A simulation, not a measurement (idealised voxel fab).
The process module presented herein is designated voxel spacer lines.
Each square cell in cross-section cut measures 5 nm, and the section as a whole is 220 nm wide.
Each cross-section below is a grid of square cells, stated as bands in top-down order, with one or more rows of cells making up each band. This entry defines a band. It first specifies the height of the band's top and the height of its bottom in nm, and then specifies the band's materials from left to right, stating each material with its width in nm. The word "all across" identifies a single material that fills the band from edge to edge, while the word "empty" identifies empty space. Zero point of the height axis is 0; under it, received wafer = one material. Lowest band: continues down indefinitely, "0 -> down". A width given as "30 to 40" starts at the first number in the band's top row and ends at the second number in its bottom row, shifting by an equal amount at every step from row to row. What does "no change occurred" mean for a step? It means no cell of the cross-section changed in that step. So "Trapped cavities" is basically the list of trapped voids: any empty space of 8 cells or more that can't reach the top through an opening. They're written width x height at distance, the distance being from the left edge, and it's all nm. On each step's line, the part that comes after the settings is the simulator's own comment on the step. overlay nm: how far to the right of its planned place the mask lay on this masked step (negative: to the left).

## Below is the list of planned process steps
1,RECEIVE (material Si)
2,CONFORMAL_DEP (material Al2O3; thk nm 10)
3,DIRECTIONAL_DEP (material TiN; thk nm 15)
4,DIRECTIONAL_DEP (material polySi; thk nm 30)
5,PATTERN (tone cover; mask id MANDREL; material resist; width nm 15; pitch nm 70; thk nm 35; overlay nm 0)
6,DIRECTIONAL_ETCH (etch materials polySi; depth nm 30)
7,STRIP (etch materials resist)
8,CONFORMAL_DEP (material SiO2; thk nm 10)
9,DIRECTIONAL_ETCH (etch materials SiO2; depth nm 10)
10,STRIP (etch materials polySi)
11,DIRECTIONAL_ETCH (etch materials TiN; depth nm 15)
12,STRIP (etch materials SiO2)
13,FILL_DEP (material SiO2; thk nm 5)
14,CMP (height nm 25)
The plan shows the width nm of step 5 as the first wafer had it; this setting differs between the wafers, which start out alike.

## As received, i.e. after step 1: cross-section through the first of several wafers
> 0 -> down | Si all across
> Trapped cavities: none

## The first of several wafers, seen in cross-section after the module's last step, step 14
> 25 -> 10 | 55 of SiO2, 10 of TiN, 15 of SiO2, 10 of TiN, 35 of SiO2, 10 of TiN, 15 of SiO2, 10 of TiN, 60 of SiO2
> 10 -> 0 | Al2O3 all across
> 0 -> down | Si all across
> Trapped cavities: none

## So this is the cross-section on the last wafer at the end of the module
> 25 -> 10 | 45 of SiO2, 10 of TiN, 40 of SiO2, 10 of TiN, 10 of SiO2, 10 of TiN, 40 of SiO2, 10 of TiN, 45 of SiO2
> 10 -> 0 | Al2O3 all across
> 0 -> down | Si all across
> Trapped cavities: none

## Below, a row for every wafer. Read it as the end-of-module picture: for each material the wafer shows its cells gained (+) or lost (-) since it was received, and then its closed voids
width nm 15 | +88 Al2O3 | +108 SiO2 | +24 TiN | Trapped cavities: none
width nm 20 | +88 Al2O3 | +108 SiO2 | +24 TiN | Trapped cavities: none
width nm 25 | +88 Al2O3 | +108 SiO2 | +24 TiN | Trapped cavities: none
width nm 30 | +88 Al2O3 | +108 SiO2 | +24 TiN | Trapped cavities: none
width nm 35 | +88 Al2O3 | +108 SiO2 | +24 TiN | Trapped cavities: none
width nm 40 | +88 Al2O3 | +108 SiO2 | +24 TiN | Trapped cavities: none
